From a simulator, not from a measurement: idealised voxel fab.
Name of the process module below: voxel capacitor over wiring
FYI the section here is cut, 160 nm wide, cells are 5 nm squares.
Cross-section layout: square cells on a grid; listed as bands, top to bottom; a band spans one or more cell rows. The band entry comprises the height of the band's top followed by the height of its bottom, expressed in nm, and subsequently the band's materials from left to right, each stated together with its width in nm. Where a single material is marked with the word "edge to edge", that material fills the band from edge to edge. The word "air" represents empty space. Heights from 0 (as-received wafer is one material below). Bottom band endless downward, as "top 0, no bottom". Quick explanation for "30..40": the width changes in equal steps down the rows of cells, from the first number in the band's top row to the second number in its bottom row. Where the words "all unchanged" appear for a step, the cross-section shows no cell changed by that step; every cell remained as before. Entry "Closed void roster" = empty spaces >= 8 cells with no open way to the top; each as width x height at distance, distance from left edge, all nm. Formally, on a step line, whatever follows the settings is a remark that the simulator itself makes on the step. The line of a step may include "overlay nm". On a step with a mask, this value is how far to the right of its planned place the mask lay. A negative value means the mask lay to the left.

# Set out below are the planned steps of the process
1) RECEIVE: material Si
2) CONFORMAL_DEP: material SiO2, thk nm 10
3) DIRECTIONAL_DEP: material TiN, thk nm 5
4) DIRECTIONAL_DEP: material Ru, thk nm 25
5) DIRECTIONAL_DEP: material aC, thk nm 10
6) PATTERN: tone cover, mask id METAL_1, material resist, width nm 20, pitch nm 85, thk nm 30, overlay nm 0
7) DIRECTIONAL_ETCH: etch materials aC, depth nm 10
8) STRIP: etch materials resist
9) DIRECTIONAL_ETCH: etch materials Ru, depth nm 25
10) DIRECTIONAL_ETCH: etch materials TiN, depth nm 5
11) STRIP: etch materials aC
12) FILL_DEP: material lowk, thk nm 10
13) CMP: height nm 40
14) CONFORMAL_DEP: material SiCN, thk nm 5
15) DIRECTIONAL_DEP: material lowk, thk nm 15
16) PATTERN: tone open, mask id PLUG_1, material resist, width nm 15, thk nm 15, overlay nm 0
17) DIRECTIONAL_ETCH: etch materials lowk, depth nm 15
18) DIRECTIONAL_ETCH: etch materials SiCN, depth nm 5
19) STRIP: etch materials resist
20) EPI: material Ru, thk nm 10
21) EPI: material Ru, thk nm 10
22) DIRECTIONAL_DEP: material TiN, thk nm 5
23) DIRECTIONAL_DEP: material HfO2, thk nm 5
24) DIRECTIONAL_DEP: material TiN, thk nm 10
25) PATTERN: tone cover, mask id UPPER_PLATE, material resist, width nm 70, thk nm 15, overlay nm 0
26) DIRECTIONAL_ETCH: etch materials TiN, depth nm 10
27) DIRECTIONAL_ETCH: etch materials HfO2, depth nm 5
28) STRIP: etch materials resist
29) DIRECTIONAL_DEP: material aC, thk nm 15
30) PATTERN: tone cover, mask id LOWER_PLATE, material resist, width nm 80, thk nm 35, overlay nm 0
31) DIRECTIONAL_ETCH: etch materials aC, depth nm 15
32) STRIP: etch materials resist
33) DIRECTIONAL_ETCH: etch materials TiN, depth nm 5
34) STRIP: etch materials aC
35) FILL_DEP: material SiO2, thk nm 15
36) CMP: height nm 90
37) MASKED_ETCH: tone open, mask id PLUG_2, width nm 15, etch materials SiO2, depth nm 10, overlay nm 0
38) CONFORMAL_DEP: material TiN, thk nm 5
39) FILL_DEP: material Ru, thk nm 10
40) CMP: height nm 90
41) CONFORMAL_DEP: material SiCN, thk nm 5

# The cross-section here shows the wafer as received, i.e. in its state after step 1
  top 0, no bottom = Si edge to edge
  Closed void roster: none

# Figure: cross-sectional view of the wafer upon completion of the module, processed from the initial state and according to the plan depicted above, with one error introduced during execution
  top 95, bottom 90 = SiCN edge to edge
  top 90, bottom 85 = SiO2: 40 / TiN: 60 / SiO2: 60
  top 85, bottom 80 = SiO2: 40 / TiN: 5 / HfO2: 55 / SiO2: 60
  top 80, bottom 75 = SiO2: 25 / TiN: 80 / SiO2: 55
  top 75, bottom 70 = lowk: 30 / TiN: 15 / lowk: 115
  top 70, bottom 65 = lowk: 30 / HfO2: 15 / lowk: 115
  top 65, bottom 60 = lowk: 30 / TiN: 15 / lowk: 115
  top 60, bottom 45 = lowk edge to edge
  top 45, bottom 40 = SiCN edge to edge
  top 40, bottom 15 = lowk: 25 / Ru: 20 / lowk: 65 / Ru: 20 / lowk: 30
  top 15, bottom 10 = lowk: 25 / TiN: 20 / lowk: 65 / TiN: 20 / lowk: 30
  top 10, bottom 0 = SiO2 edge to edge
  top 0, no bottom = Si edge to edge
  Closed void roster: none
In executing the process, a mistake was made relative to the plan: plan step 15 was conducted twice
